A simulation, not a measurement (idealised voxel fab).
process module | voxel quadruple lines
cross-section cut | 140 nm wide | cells 5 nm
A cross-section is a grid of square cells, given in bands from the top down. A band is one or more rows of cells.
Each band's line starts with the height of the band's top and of its bottom, in nm. Then come its materials from left to right, each with its width in nm. One material with "throughout" fills the band from edge to edge. "air" is empty space.
Height 0 is the level under which the wafer as received is all one material. The lowest band goes on downwards, as in "0 down".
A width such as "30 to 40" changes by the same amount from each row of cells to the next, from the band's top row to its bottom row.
"no change" after a step means that no cell of the cross-section changed.
closed voids: empty space of 8 cells or more with no open way to the top, each as width x height at its distance from the left edge, in nm
after a step's settings: what the simulator itself notes on the step
overlay nm, on a step with a mask: how far to the right of its planned place the mask lay; to the left if negative
plan
1 op RECEIVE | material Si
2 op CONFORMAL_DEP | material SiO2 | thk nm 10
3 op DIRECTIONAL_DEP | material Ru | thk nm 10
4 op DIRECTIONAL_DEP | material polySi | thk nm 20
5 op DIRECTIONAL_DEP | material aC | thk nm 20
6 op PATTERN | tone cover | mask id MANDREL | material resist | width nm 25 | thk nm 25 | overlay nm 0
7 op DIRECTIONAL_ETCH | etch materials aC | depth nm 20
8 op STRIP | etch materials resist
9 op CONFORMAL_DEP | material SiO2 | thk nm 15
10 op DIRECTIONAL_ETCH | etch materials SiO2 | depth nm 15
11 op STRIP | etch materials aC
12 op DIRECTIONAL_ETCH | etch materials polySi | depth nm 20
13 op STRIP | etch materials SiO2
14 op CONFORMAL_DEP | material SiN | thk nm 10
15 op DIRECTIONAL_ETCH | etch materials SiN | depth nm 10
16 op STRIP | etch materials polySi
17 op DIRECTIONAL_ETCH | etch materials Ru | depth nm 10
18 op STRIP | etch materials SiN
varied across the wafers: width nm of step 6. The plan shows the first wafer's value. All wafers start alike
first wafer as received, after step 1
  0 down: Si throughout
  closed voids: none
first wafer at the end, after step 18
  20 to 10: air 30 | Ru 10 | air 15 | Ru 10 | air 5 | Ru 10 | air 15 | Ru 10 | air 35
  10 to 0: SiO2 throughout
  0 down: Si throughout
  closed voids: none
last wafer at the end
  20 to 10: air 20 | Ru 10 | air 15 | Ru 10 | air 30 | Ru 10 | air 15 | Ru 10 | air 20
  10 to 0: SiO2 throughout
  0 down: Si throughout
  closed voids: none
each wafer at the end: cells of each material gained (+) or lost (-) since it was received, then its closed voids
width nm 25 | +16 Ru | +56 SiO2 | closed voids: none
width nm 30 | +16 Ru | +56 SiO2 | closed voids: none
width nm 35 | +16 Ru | +56 SiO2 | closed voids: none
width nm 40 | +16 Ru | +56 SiO2 | closed voids: none
width nm 45 | +16 Ru | +56 SiO2 | closed voids: none
width nm 50 | +16 Ru | +56 SiO2 | closed voids: none
